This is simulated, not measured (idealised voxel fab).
Process module under the name voxel transistor to metal
We display cut, a cross-section 165 nm in width whose square cells are each 5 nm.
This document writes a cross-section as a grid whose cells are square, and gives it as bands, listed from the top down; one or more rows of cells form a band. Top, bottom (nm), then materials left to right with widths (nm); lone material tagged "edge to edge" fills the whole band edge to edge; "blank" = empty space. Heads up on the height convention: 0 is the point under which the incoming wafer is all one material, and the lowest band has no bottom, it just keeps going down, like "from 0 down". Per-row width for "30 to 40": begins at first number (top row of band), ends at second number (bottom row), increment between rows held constant. Step marked "identical to before"? Then no cell in the cross-section changed in it. The label "Enclosed cavities" introduces a list of the empty spaces, 8 cells or larger, that have no open way up to the top; each entry in it reads width x height at distance, where the distance is taken from the left edge and all three are stated in nm. If you see something after the settings on a step's line, that's the simulator's own remark about that step. "overlay nm" denotes, for a step that has a mask, the displacement of the mask to the right of its planned place, with negative values corresponding to the left.

### Steps planned for the process
1,RECEIVE with material Si
2,CONFORMAL_DEP with material SiO2, thk nm 5
3,CONFORMAL_DEP with material SiN, thk nm 15
4,MASKED_ETCH with tone cover, mask id ACTIVE, width nm 115, etch materials SiN, depth nm 15, overlay nm 0
5,MASKED_ETCH with tone cover, mask id ACTIVE, width nm 115, etch materials SiO2, depth nm 5, overlay nm 0
6,MASKED_ETCH with tone cover, mask id ACTIVE, width nm 115, etch materials Si, depth nm 20, overlay nm 0
7,FILL_DEP with material SiO2, thk nm 15
8,CMP with height nm 20
9,SELECTIVE_ETCH with etch materials SiO2, depth nm 5
10,STRIP with etch materials SiN
11,SELECTIVE_ETCH with etch materials SiO2, depth nm 5
12,OXIDIZE with depth nm 5
13,DIRECTIONAL_DEP with material polySi, thk nm 25
14,DIRECTIONAL_DEP with material SiCN, thk nm 10
15,MASKED_ETCH with tone cover, mask id GATE, width nm 15, etch materials SiCN, depth nm 20, overlay nm 0
16,MASKED_ETCH with tone cover, mask id GATE, width nm 15, etch materials polySi, depth nm 35, overlay nm 0
17,CONFORMAL_DEP with material SiO2, thk nm 5
18,DIRECTIONAL_ETCH with etch materials SiO2, depth nm 5
19,CONFORMAL_DEP with material SiN, thk nm 10
20,DIRECTIONAL_ETCH with etch materials SiN, depth nm 10
21,DIRECTIONAL_ETCH with etch materials SiO2, depth nm 5
22,DIRECTIONAL_ETCH with etch materials Si, depth nm 5
23,EPI with material nSi, thk nm 10
24,FILL_DEP with material SiO2, thk nm 10
25,CMP with height nm 35
26,DIRECTIONAL_DEP with material SiO2, thk nm 15
27,PATTERN with tone open, mask id CONTACT, material resist, width nm 20, pitch nm 75, thk nm 20, overlay nm 0
28,DIRECTIONAL_ETCH with etch materials SiO2, depth nm 50
29,STRIP with etch materials resist
30,CONFORMAL_DEP with material TiN, thk nm 5
31,FILL_DEP with material Ru, thk nm 10
32,CMP with height nm 50
33,CONFORMAL_DEP with material SiN, thk nm 5
34,DIRECTIONAL_DEP with material lowk, thk nm 15
35,PATTERN with tone open, mask id METAL_1, material resist, width nm 20, pitch nm 75, thk nm 15, overlay nm 0
36,DIRECTIONAL_ETCH with etch materials lowk, depth nm 15
37,DIRECTIONAL_ETCH with etch materials SiN, depth nm 5
38,STRIP with etch materials resist
39,CONFORMAL_DEP with material TiN, thk nm 5
40,FILL_DEP with material Ru, thk nm 5
41,CMP with height nm 70
42,CONFORMAL_DEP with material SiCN, thk nm 5
43,DIRECTIONAL_DEP with material lowk, thk nm 25
44,MASKED_ETCH with tone open, mask id METAL_2_HOLES, width nm 15, pitch nm 75, etch materials lowk, depth nm 25, overlay nm 0
45,DIRECTIONAL_DEP with material aC, thk nm 10
46,PATTERN with tone open, mask id METAL_2, material resist, width nm 20, pitch nm 75, thk nm 25, overlay nm 0
47,DIRECTIONAL_ETCH with etch materials aC, depth nm 10
48,STRIP with etch materials resist
49,DIRECTIONAL_ETCH with etch materials lowk, depth nm 15
50,DIRECTIONAL_ETCH with etch materials SiCN, depth nm 5
51,STRIP with etch materials aC
52,CONFORMAL_DEP with material TiN, thk nm 5
53,FILL_DEP with material Ru, thk nm 10
54,CMP with height nm 100
55,CONFORMAL_DEP with material SiCN, thk nm 5

### As received (post step 1): cross-section
* from 0 down | Si edge to edge
* Enclosed cavities: none

### End state of the module in cross-section, given the above starting point and plan and one mistake in execution
* from 105 to 100 | SiCN edge to edge
* from 100 to 90 | lowk 35 nm / TiN 5 nm / Ru 10 nm / TiN 5 nm / lowk 55 nm / TiN 5 nm / Ru 10 nm / TiN 5 nm / lowk 35 nm
* from 90 to 85 | lowk 35 nm / TiN 5 nm / Ru 5 nm / TiN 10 nm / lowk 55 nm / TiN 5 nm / Ru 5 nm / TiN 10 nm / lowk 35 nm
* from 85 to 75 | lowk 35 nm / TiN 5 nm / Ru 5 nm / TiN 5 nm / lowk 60 nm / TiN 5 nm / Ru 5 nm / TiN 5 nm / lowk 40 nm
* from 75 to 70 | SiCN 35 nm / TiN 15 nm / SiCN 60 nm / TiN 15 nm / SiCN 40 nm
* from 70 to 55 | lowk 35 nm / TiN 5 nm / Ru 10 nm / TiN 5 nm / lowk 55 nm / TiN 5 nm / Ru 10 nm / TiN 5 nm / lowk 35 nm
* from 55 to 50 | SiN 35 nm / TiN 20 nm / SiN 55 nm / TiN 20 nm / SiN 35 nm
* from 50 to 35 | SiO2 35 nm / TiN 5 nm / Ru 10 nm / TiN 5 nm / SiO2 55 nm / TiN 5 nm / Ru 10 nm / TiN 5 nm / SiO2 35 nm
* from 35 to 25 | SiO2 35 nm / TiN 5 nm / Ru 10 nm / TiN 5 nm / SiO2 5 nm / SiN 10 nm / SiO2 5 nm / SiCN 15 nm / SiO2 5 nm / SiN 10 nm / SiO2 5 nm / TiN 5 nm / Ru 10 nm / TiN 5 nm / SiO2 35 nm
* from 25 to 10 | SiO2 35 nm / TiN 5 nm / Ru 10 nm / TiN 5 nm / SiO2 5 nm / SiN 10 nm / SiO2 5 nm / polySi 15 nm / SiO2 5 nm / SiN 10 nm / SiO2 5 nm / TiN 5 nm / Ru 10 nm / TiN 5 nm / SiO2 35 nm
* from 10 to 5 | SiO2 20 nm / SiN 10 nm / SiO2 5 nm / TiN 20 nm / SiO2 5 nm / SiN 10 nm / SiO2 5 nm / polySi 15 nm / SiO2 5 nm / SiN 10 nm / SiO2 5 nm / TiN 20 nm / SiO2 5 nm / SiN 10 nm / SiO2 20 nm
* from 5 to 0 | SiO2 20 nm / SiN 10 nm / nSi 10 nm / TiN 10 nm / nSi 10 nm / SiN 10 nm / SiO2 5 nm / polySi 15 nm / SiO2 5 nm / SiN 10 nm / nSi 10 nm / TiN 10 nm / nSi 10 nm / SiN 10 nm / SiO2 20 nm
* from 0 to -5 | SiO2 30 nm / nSi 30 nm / SiO2 45 nm / nSi 30 nm / SiO2 30 nm
* from -5 to -10 | SiO2 20 nm / Si 10 nm / nSi 30 nm / Si 45 nm / nSi 30 nm / Si 10 nm / SiO2 20 nm
* from -10 to -20 | SiO2 20 nm / Si 125 nm / SiO2 20 nm
* from -20 down | Si edge to edge
* Enclosed cavities: none
Processing error: step 4 was run on a setting that differed from the plan, and what really ran there is MASKED_ETCH with tone cover, mask id ACTIVE, width nm 125, etch materials SiN, depth nm 15, overlay nm 0
